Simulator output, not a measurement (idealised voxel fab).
The process module that follows is named voxel ribs on slabs.
Displayed cross-section: cut, width of 265 nm, square cells sized 5 nm.
Just so we're on the same page, the cross-sections are grids of square cells, and they're listed out in bands top to bottom, each band one or more rows deep. This entry defines a band. It first specifies the height of the band's top and the height of its bottom in nm, and then specifies the band's materials from left to right, stating each material with its width in nm. The word "edge to edge" identifies a single material that fills the band from edge to edge, while the word "air" identifies empty space. Height 0 is the level under which the wafer as received is all one material. The lowest band goes on downwards, as in "0 -> down". With a width like "30 to 40", each row of cells in the band differs from the next by the same amount, the top row carrying the first number and the bottom row the second. A step reported as "identical to before" is a step in which no cell of the cross-section changed. The entry titled "Closed cavity list" provides the empty spaces that have no open way to the top, restricted to those of 8 cells or more. Each is presented as width x height at distance, the distance being measured from the left edge, with all three in nm. Heads up: the bit after the settings on a step's line is the simulator's remark on that step. Each step line may optionally specify "overlay nm", which for a step with a mask gives the rightward distance between the mask's planned place and where it lay, a negative value indicating the leftward direction.

Here's what the planned process steps look like:
- 1: RECEIVE (material Si)
- 2: DIRECTIONAL_DEP (material SiO2; thk nm 30)
- 3: DIRECTIONAL_DEP (material SiN; thk nm 20)
- 4: PATTERN (tone cover; mask id RIB; material resist; width nm 30; thk nm 20; overlay nm 0)
- 5: DIRECTIONAL_ETCH (etch materials SiN; depth nm 15)
- 6: STRIP (etch materials resist)
- 7: MASKED_ETCH (tone cover; mask id SLAB; width nm 90; etch materials SiN; depth nm 5; overlay nm 0)
- 8: FILL_DEP (material SiO2; thk nm 25)
- 9: CMP (height nm 65)
- 10: DIRECTIONAL_DEP (material TiN; thk nm 10)
- 11: MASKED_ETCH (tone cover; mask id HEATER; width nm 40; etch materials TiN; depth nm 10; overlay nm 0)
- 12: CONFORMAL_DEP (material SiN; thk nm 5)

First of two wafers - as planned:

Cross-section of the wafer at receipt, which is the condition after step 1:
0 -> down: Si edge to edge
Closed cavity list: none

Wafer xsec, post step 2:
30 -> 0: SiO2 edge to edge
At heights below 0, the structure remains unaltered.

Wafer xsec, post step 3:
50 -> 30: SiN edge to edge
At heights below 30, the structure remains unaltered.

Wafer xsec, post step 4:
70 -> 50: air: 115, resist: 30, air: 120
At heights below 50, the structure remains unaltered.

Wafer xsec, post step 5:
70 -> 50: air: 115, resist: 30, air: 120
50 -> 35: air: 115, SiN: 30, air: 120
At heights below 35, the structure remains unaltered.

Wafer xsec, post step 6:
50 -> 35: air: 115, SiN: 30, air: 120
At heights below 35, the structure remains unaltered.

Wafer xsec, post step 7:
50 -> 35: air: 115, SiN: 30, air: 120
35 -> 30: air: 85, SiN: 90, air: 90
At heights below 30, the structure remains unaltered.

Wafer xsec, post step 8:
75 -> 50: SiO2 edge to edge
50 -> 35: SiO2: 115, SiN: 30, SiO2: 120
35 -> 30: SiO2: 85, SiN: 90, SiO2: 90
At heights below 30, the structure remains unaltered.

Wafer xsec, post step 9:
65 -> 50: SiO2 edge to edge
At heights below 50, the structure remains unaltered.

Wafer xsec, post step 10:
75 -> 65: TiN edge to edge
At heights below 65, the structure remains unaltered.

Wafer xsec, post step 11:
75 -> 65: air: 110, TiN: 40, air: 115
At heights below 65, the structure remains unaltered.

Wafer xsec, post step 12:
80 -> 75: air: 105, SiN: 50, air: 110
75 -> 70: air: 105, SiN: 5, TiN: 40, SiN: 5, air: 110
70 -> 65: SiN: 110, TiN: 40, SiN: 115
At heights below 65, the structure remains unaltered.

Second Wafer (Identical Start and Plan, One Processing Error; Matches First Wafer Through Step 1):

Cross-section of the second wafer at the time step 2 of the plan should have ended:
20 -> 0: SiN edge to edge
At heights below 0, the structure remains unaltered.

Cross-section of the second wafer at the time step 3 of the plan should have ended:
50 -> 20: SiO2 edge to edge
At heights below 20, the structure remains unaltered.

Cross-section of the second wafer at the time step 4 of the plan should have ended:
70 -> 50: air: 115, resist: 30, air: 120
At heights below 50, the structure remains unaltered.

Cross-section of the second wafer at the time step 5 of the plan should have ended: identical to before

Cross-section of the second wafer at the time step 6 of the plan should have ended:
50 -> 20: SiO2 edge to edge
At heights below 20, the structure remains unaltered.

Cross-section of the second wafer at the time step 7 of the plan should have ended: identical to before

Cross-section of the second wafer at the time step 8 of the plan should have ended:
75 -> 20: SiO2 edge to edge
At heights below 20, the structure remains unaltered.

Cross-section of the second wafer at the time step 9 of the plan should have ended:
65 -> 20: SiO2 edge to edge
At heights below 20, the structure remains unaltered.

Cross-section of the second wafer at the time step 10 of the plan should have ended:
75 -> 65: TiN edge to edge
At heights below 65, the structure remains unaltered.

Cross-section of the second wafer at the time step 11 of the plan should have ended:
75 -> 65: air: 110, TiN: 40, air: 115
At heights below 65, the structure remains unaltered.

Cross-section of the second wafer at the time step 12 of the plan should have ended:
80 -> 75: air: 105, SiN: 50, air: 110
75 -> 70: air: 105, SiN: 5, TiN: 40, SiN: 5, air: 110
70 -> 65: SiN: 110, TiN: 40, SiN: 115
At heights below 65, the structure remains unaltered.
Short version of what went wrong: it was found that steps 2 and 3 of the process plan had been performed in exchanged positions
In the final state, the cell counts of the second wafer exceed or fall short of those of the first for the following materials: SiN +176; SiO2 -176
